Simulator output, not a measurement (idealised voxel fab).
Process module name: voxel fin reveal
This is section cut - it's 185 nm across, gridded in 5 nm square cells.
Cross-section layout: square cells on a grid; listed as bands, top to bottom; a band spans one or more cell rows. Band entry format. Leading values: height of top, height of bottom, nm. Remainder: materials in left-to-right order, each with its width in nm. Special words: "edge to edge" on a single material, which then fills the band edge to edge; "blank", empty space. The reference from which all heights are counted is 0, the level beneath which the as-received wafer is entirely one material; the lowest band, having no lower bound, proceeds downward and is written after the example "z 0 and below". With a width like "30 to 40", each row of cells in the band differs from the next by the same amount, the top row carrying the first number and the bottom row the second. A step reported as "no alteration" is a step in which no cell of the cross-section changed. "Listed closed voids": empty spaces of 8 cells or more with no open way to the top, each given as width x height at distance, distance from the left edge, all in nm. Note: text after step settings on the step line = simulator remark on that step. A step's line can hold "overlay nm"; with a mask on that step, the setting says how far right of the planned place the mask lay, while a negative setting says it lay to the left.

THIS SECTION LISTS THE PROCESS STEPS THAT WERE PLANNED
1,RECEIVE | material Si
2,CONFORMAL_DEP | material SiN | thk nm 5
3,MASKED_ETCH | tone cover | mask id FINS | width nm 15 | pitch nm 45 | etch materials SiN | depth nm 5 | overlay nm 0
4,MASKED_ETCH | tone cover | mask id FINS | width nm 15 | pitch nm 45 | etch materials Si | depth nm 40 | overlay nm 0
5,OXIDIZE | depth nm 5
6,FILL_DEP | material SiO2 | thk nm 5
7,CMP | height nm 5
8,SELECTIVE_ETCH | etch materials SiO2 | depth nm 25
9,STRIP | etch materials SiN

THE CROSS-SECTION HERE SHOWS THE WAFER AS RECEIVED, I.E. IN ITS STATE AFTER STEP 1
z 0 and below = Si edge to edge
Listed closed voids: none

CROSS-SECTION AT MODULE END, ONE RUN ERROR; START AND PLAN UNCHANGED FROM ABOVE
z 0 to -20 = 20 blank | 10 Si | 35 blank | 10 Si | 35 blank | 10 Si | 35 blank | 10 Si | 20 blank
z -20 to -45 = 20 SiO2 | 10 Si | 35 SiO2 | 10 Si | 35 SiO2 | 10 Si | 35 SiO2 | 10 Si | 20 SiO2
z -45 and below = Si edge to edge
Listed closed voids: none
The plan and the run diverged here: step 3 was not run as planned; what actually ran was MASKED_ETCH | tone cover | mask id FINS | width nm 20 | pitch nm 45 | etch materials SiN | depth nm 5 | overlay nm 0
